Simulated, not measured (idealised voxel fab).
process module | voxel transistor to metal
cross-section cut | 200 nm wide | cells 5 nm
A cross-section is a grid of square cells, given in bands from the top down. A band is one or more rows of cells.
Each band's line starts with the height of the band's top and of its bottom, in nm. Then come its materials from left to right, each with its width in nm. One material with "throughout" fills the band from edge to edge. "air" is empty space.
Height 0 is the level under which the wafer as received is all one material. The lowest band goes on downwards, as in "0 down".
A width such as "30 to 40" changes by the same amount from each row of cells to the next, from the band's top row to its bottom row.
"no change" after a step means that no cell of the cross-section changed.
closed voids: empty space of 8 cells or more with no open way to the top, each as width x height at its distance from the left edge, in nm
after a step's settings: what the simulator itself notes on the step
overlay nm, on a step with a mask: how far to the right of its planned place the mask lay; to the left if negative
plan
1 op RECEIVE | material Si
2 op CONFORMAL_DEP | material SiO2 | thk nm 5
3 op CONFORMAL_DEP | material SiN | thk nm 10
4 op PATTERN | tone cover | mask id ACTIVE | material resist | width nm 120 | thk nm 15 | overlay nm 0
5 op DIRECTIONAL_ETCH | etch materials SiN | depth nm 10
6 op DIRECTIONAL_ETCH | etch materials SiO2 | depth nm 5
7 op DIRECTIONAL_ETCH | etch materials Si | depth nm 20
8 op STRIP | etch materials resist
9 op OXIDIZE | depth nm 5
10 op FILL_DEP | material SiO2 | thk nm 10
11 op CMP | height nm 15
12 op SELECTIVE_ETCH | etch materials SiO2 | depth nm 10
13 op STRIP | etch materials SiN
14 op SELECTIVE_ETCH | etch materials SiO2 | depth nm 5
15 op OXIDIZE | depth nm 5
16 op DIRECTIONAL_DEP | material polySi | thk nm 30
17 op DIRECTIONAL_DEP | material SiCN | thk nm 15
18 op DIRECTIONAL_DEP | material aC | thk nm 15
19 op PATTERN | tone cover | mask id GATE | material resist | width nm 20 | thk nm 35 | overlay nm 0
20 op DIRECTIONAL_ETCH | etch materials aC | depth nm 15
21 op STRIP | etch materials resist
22 op DIRECTIONAL_ETCH | etch materials SiCN | depth nm 25
23 op DIRECTIONAL_ETCH | etch materials polySi | depth nm 40
24 op STRIP | etch materials aC
25 op CONFORMAL_DEP | material SiO2 | thk nm 5
26 op DIRECTIONAL_ETCH | etch materials SiO2 | depth nm 5
27 op CONFORMAL_DEP | material SiN | thk nm 5
28 op DIRECTIONAL_ETCH | etch materials SiN | depth nm 5
29 op DIRECTIONAL_ETCH | etch materials SiO2 | depth nm 5
30 op DIRECTIONAL_ETCH | etch materials Si | depth nm 5
31 op EPI | material nSi | thk nm 5
32 op FILL_DEP | material SiO2 | thk nm 5
33 op CMP | height nm 45
34 op DIRECTIONAL_DEP | material SiO2 | thk nm 15
35 op DIRECTIONAL_DEP | material aC | thk nm 15
36 op PATTERN | tone open | mask id CONTACT | material resist | width nm 20 | pitch nm 80 | thk nm 30 | overlay nm 0
37 op DIRECTIONAL_ETCH | etch materials aC | depth nm 15
38 op STRIP | etch materials resist
39 op DIRECTIONAL_ETCH | etch materials SiO2 | depth nm 65
40 op STRIP | etch materials aC
41 op CONFORMAL_DEP | material TiN | thk nm 5
42 op FILL_DEP | material W | thk nm 10
43 op CMP | height nm 60
44 op DIRECTIONAL_DEP | material TiN | thk nm 5
45 op DIRECTIONAL_DEP | material Ru | thk nm 20
46 op PATTERN | tone cover | mask id METAL_1 | material resist | width nm 20 | pitch nm 80 | thk nm 20 | overlay nm 0
47 op DIRECTIONAL_ETCH | etch materials Ru | depth nm 20
48 op DIRECTIONAL_ETCH | etch materials TiN | depth nm 5
49 op STRIP | etch materials resist
50 op FILL_DEP | material lowk | thk nm 10
51 op CMP | height nm 85
52 op CONFORMAL_DEP | material SiCN | thk nm 5
first wafer, as planned
as received, after step 1
  0 down: Si throughout
  closed voids: none
after step 2
  5 to 0: SiO2 throughout
  below 0: unchanged
after step 3
  15 to 5: SiN throughout
  below 5: unchanged
after step 4
  30 to 15: air 40 | resist 120 | air 40
  below 15: unchanged
after step 5
  30 to 15: air 40 | resist 120 | air 40
  15 to 5: air 40 | SiN 120 | air 40
  below 5: unchanged
after step 6
  30 to 15: air 40 | resist 120 | air 40
  15 to 5: air 40 | SiN 120 | air 40
  5 to 0: air 40 | SiO2 120 | air 40
  below 0: unchanged
after step 7
  30 to 15: air 40 | resist 120 | air 40
  15 to 5: air 40 | SiN 120 | air 40
  5 to 0: air 40 | SiO2 120 | air 40
  0 to -20: air 40 | Si 120 | air 40
  below -20: unchanged
after step 8
  15 to 5: air 40 | SiN 120 | air 40
  below 5: unchanged
after step 9
  15 to 5: air 40 | SiN 120 | air 40
  5 to 0: air 40 | SiO2 120 | air 40
  0 to -20: air 40 | SiO2 5 | Si 110 | SiO2 5 | air 40
  -20 to -25: SiO2 45 | Si 110 | SiO2 45
  below -25: unchanged
after step 10
  25 to 15: SiO2 throughout
  15 to 5: SiO2 40 | SiN 120 | SiO2 40
  5 to 0: SiO2 throughout
  0 to -25: SiO2 45 | Si 110 | SiO2 45
  below -25: unchanged
after step 11
  15 to 5: SiO2 40 | SiN 120 | SiO2 40
  below 5: unchanged
after step 12
  15 to 5: air 40 | SiN 120 | air 40
  below 5: unchanged
after step 13
  5 to 0: SiO2 throughout
  below 0: unchanged
after step 14
  0 to -25: SiO2 45 | Si 110 | SiO2 45
  below -25: unchanged
after step 15
  0 to -5: SiO2 throughout
  below -5: unchanged
after step 16
  30 to 0: polySi throughout
  below 0: unchanged
after step 17
  45 to 30: SiCN throughout
  below 30: unchanged
after step 18
  60 to 45: aC throughout
  below 45: unchanged
after step 19
  95 to 60: air 90 | resist 20 | air 90
  below 60: unchanged
after step 20
  80 to 60: air 90 | resist 20 | air 90
  60 to 45: air 90 | aC 20 | air 90
  below 45: unchanged
after step 21
  60 to 45: air 90 | aC 20 | air 90
  below 45: unchanged
after step 22
  60 to 45: air 90 | aC 20 | air 90
  45 to 30: air 90 | SiCN 20 | air 90
  below 30: unchanged
after step 23
  60 to 45: air 90 | aC 20 | air 90
  45 to 30: air 90 | SiCN 20 | air 90
  30 to 0: air 90 | polySi 20 | air 90
  below 0: unchanged
after step 24
  45 to 30: air 90 | SiCN 20 | air 90
  below 30: unchanged
after step 25
  50 to 45: air 85 | SiO2 30 | air 85
  45 to 30: air 85 | SiO2 5 | SiCN 20 | SiO2 5 | air 85
  30 to 5: air 85 | SiO2 5 | polySi 20 | SiO2 5 | air 85
  5 to 0: SiO2 90 | polySi 20 | SiO2 90
  below 0: unchanged
after step 26
  45 to 30: air 85 | SiO2 5 | SiCN 20 | SiO2 5 | air 85
  30 to 0: air 85 | SiO2 5 | polySi 20 | SiO2 5 | air 85
  below 0: unchanged
after step 27
  50 to 45: air 80 | SiN 40 | air 80
  45 to 30: air 80 | SiN 5 | SiO2 5 | SiCN 20 | SiO2 5 | SiN 5 | air 80
  30 to 5: air 80 | SiN 5 | SiO2 5 | polySi 20 | SiO2 5 | SiN 5 | air 80
  5 to 0: SiN 85 | SiO2 5 | polySi 20 | SiO2 5 | SiN 85
  below 0: unchanged
after step 28
  45 to 30: air 80 | SiN 5 | SiO2 5 | SiCN 20 | SiO2 5 | SiN 5 | air 80
  30 to 0: air 80 | SiN 5 | SiO2 5 | polySi 20 | SiO2 5 | SiN 5 | air 80
  below 0: unchanged
after step 29
  45 to 40: air 80 | SiN 5 | air 5 | SiCN 20 | air 5 | SiN 5 | air 80
  40 to 30: air 80 | SiN 5 | SiO2 5 | SiCN 20 | SiO2 5 | SiN 5 | air 80
  30 to 0: air 80 | SiN 5 | SiO2 5 | polySi 20 | SiO2 5 | SiN 5 | air 80
  0 to -5: air 80 | SiO2 40 | air 80
  below -5: unchanged
after step 30
  45 to 40: air 80 | SiN 5 | air 5 | SiCN 20 | air 5 | SiN 5 | air 80
  40 to 30: air 80 | SiN 5 | SiO2 5 | SiCN 20 | SiO2 5 | SiN 5 | air 80
  30 to 0: air 80 | SiN 5 | SiO2 5 | polySi 20 | SiO2 5 | SiN 5 | air 80
  0 to -5: air 80 | SiO2 40 | air 80
  -5 to -10: SiO2 45 | air 35 | Si 40 | air 35 | SiO2 45
  below -10: unchanged
after step 31
  45 to 40: air 80 | SiN 5 | air 5 | SiCN 20 | air 5 | SiN 5 | air 80
  40 to 30: air 80 | SiN 5 | SiO2 5 | SiCN 20 | SiO2 5 | SiN 5 | air 80
  30 to 0: air 80 | SiN 5 | SiO2 5 | polySi 20 | SiO2 5 | SiN 5 | air 80
  0 to -5: air 75 | nSi 5 | SiO2 40 | nSi 5 | air 75
  -5 to -10: SiO2 45 | nSi 35 | Si 40 | nSi 35 | SiO2 45
  below -10: unchanged
after step 32
  50 to 45: SiO2 throughout
  45 to 30: SiO2 80 | SiN 5 | SiO2 5 | SiCN 20 | SiO2 5 | SiN 5 | SiO2 80
  30 to 0: SiO2 80 | SiN 5 | SiO2 5 | polySi 20 | SiO2 5 | SiN 5 | SiO2 80
  0 to -5: SiO2 75 | nSi 5 | SiO2 40 | nSi 5 | SiO2 75
  below -5: unchanged
after step 33
  45 to 30: SiO2 80 | SiN 5 | SiO2 5 | SiCN 20 | SiO2 5 | SiN 5 | SiO2 80
  below 30: unchanged
after step 34
  60 to 45: SiO2 throughout
  below 45: unchanged
after step 35
  75 to 60: aC throughout
  below 60: unchanged
after step 36
  105 to 75: resist 50 | air 20 | resist 60 | air 20 | resist 50
  below 75: unchanged
after step 37
  90 to 75: resist 50 | air 20 | resist 60 | air 20 | resist 50
  75 to 60: aC 50 | air 20 | aC 60 | air 20 | aC 50
  below 60: unchanged
after step 38
  75 to 60: aC 50 | air 20 | aC 60 | air 20 | aC 50
  below 60: unchanged
after step 39
  75 to 60: aC 50 | air 20 | aC 60 | air 20 | aC 50
  60 to 45: SiO2 50 | air 20 | SiO2 60 | air 20 | SiO2 50
  45 to 30: SiO2 50 | air 20 | SiO2 10 | SiN 5 | SiO2 5 | SiCN 20 | SiO2 5 | SiN 5 | SiO2 10 | air 20 | SiO2 50
  30 to 0: SiO2 50 | air 20 | SiO2 10 | SiN 5 | SiO2 5 | polySi 20 | SiO2 5 | SiN 5 | SiO2 10 | air 20 | SiO2 50
  0 to -5: SiO2 50 | air 20 | SiO2 5 | nSi 5 | SiO2 40 | nSi 5 | SiO2 5 | air 20 | SiO2 50
  below -5: unchanged
after step 40
  60 to 45: SiO2 50 | air 20 | SiO2 60 | air 20 | SiO2 50
  below 45: unchanged
after step 41
  65 to 60: TiN 55 | air 10 | TiN 70 | air 10 | TiN 55
  60 to 45: SiO2 50 | TiN 5 | air 10 | TiN 5 | SiO2 60 | TiN 5 | air 10 | TiN 5 | SiO2 50
  45 to 30: SiO2 50 | TiN 5 | air 10 | TiN 5 | SiO2 10 | SiN 5 | SiO2 5 | SiCN 20 | SiO2 5 | SiN 5 | SiO2 10 | TiN 5 | air 10 | TiN 5 | SiO2 50
  30 to 0: SiO2 50 | TiN 5 | air 10 | TiN 5 | SiO2 10 | SiN 5 | SiO2 5 | polySi 20 | SiO2 5 | SiN 5 | SiO2 10 | TiN 5 | air 10 | TiN 5 | SiO2 50
  0 to -5: SiO2 50 | TiN 20 | SiO2 5 | nSi 5 | SiO2 40 | nSi 5 | SiO2 5 | TiN 20 | SiO2 50
  below -5: unchanged
after step 42
  75 to 65: W throughout
  65 to 60: TiN 55 | W 10 | TiN 70 | W 10 | TiN 55
  60 to 45: SiO2 50 | TiN 5 | W 10 | TiN 5 | SiO2 60 | TiN 5 | W 10 | TiN 5 | SiO2 50
  45 to 30: SiO2 50 | TiN 5 | W 10 | TiN 5 | SiO2 10 | SiN 5 | SiO2 5 | SiCN 20 | SiO2 5 | SiN 5 | SiO2 10 | TiN 5 | W 10 | TiN 5 | SiO2 50
  30 to 0: SiO2 50 | TiN 5 | W 10 | TiN 5 | SiO2 10 | SiN 5 | SiO2 5 | polySi 20 | SiO2 5 | SiN 5 | SiO2 10 | TiN 5 | W 10 | TiN 5 | SiO2 50
  below 0: unchanged
after step 43
  60 to 45: SiO2 50 | TiN 5 | W 10 | TiN 5 | SiO2 60 | TiN 5 | W 10 | TiN 5 | SiO2 50
  below 45: unchanged
after step 44
  65 to 60: TiN throughout
  below 60: unchanged
after step 45
  85 to 65: Ru throughout
  below 65: unchanged
after step 46
  105 to 85: air 50 | resist 20 | air 60 | resist 20 | air 50
  below 85: unchanged
after step 47
  105 to 85: air 50 | resist 20 | air 60 | resist 20 | air 50
  85 to 65: air 50 | Ru 20 | air 60 | Ru 20 | air 50
  below 65: unchanged
after step 48
  105 to 85: air 50 | resist 20 | air 60 | resist 20 | air 50
  85 to 65: air 50 | Ru 20 | air 60 | Ru 20 | air 50
  65 to 60: air 50 | TiN 20 | air 60 | TiN 20 | air 50
  below 60: unchanged
after step 49
  85 to 65: air 50 | Ru 20 | air 60 | Ru 20 | air 50
  below 65: unchanged
after step 50
  95 to 85: lowk throughout
  85 to 65: lowk 50 | Ru 20 | lowk 60 | Ru 20 | lowk 50
  65 to 60: lowk 50 | TiN 20 | lowk 60 | TiN 20 | lowk 50
  below 60: unchanged
after step 51
  85 to 65: lowk 50 | Ru 20 | lowk 60 | Ru 20 | lowk 50
  below 65: unchanged
after step 52
  90 to 85: SiCN throughout
  below 85: unchanged
second wafer: like start, like plan, one mistake. Through step 49 it matches the first wafer
when step 50 should have ended
  95 to 65: Ru throughout
  65 to 60: Ru 50 | TiN 20 | Ru 60 | TiN 20 | Ru 50
  below 60: unchanged
when step 51 should have ended
  85 to 65: Ru throughout
  below 65: unchanged
when step 52 should have ended
  90 to 85: SiCN throughout
  below 85: unchanged
what went wrong: step 50 ran as: op FILL_DEP | material Ru | thk nm 10
at the end the second wafer has, in cells: 160 more of Ru | 160 fewer of lowk
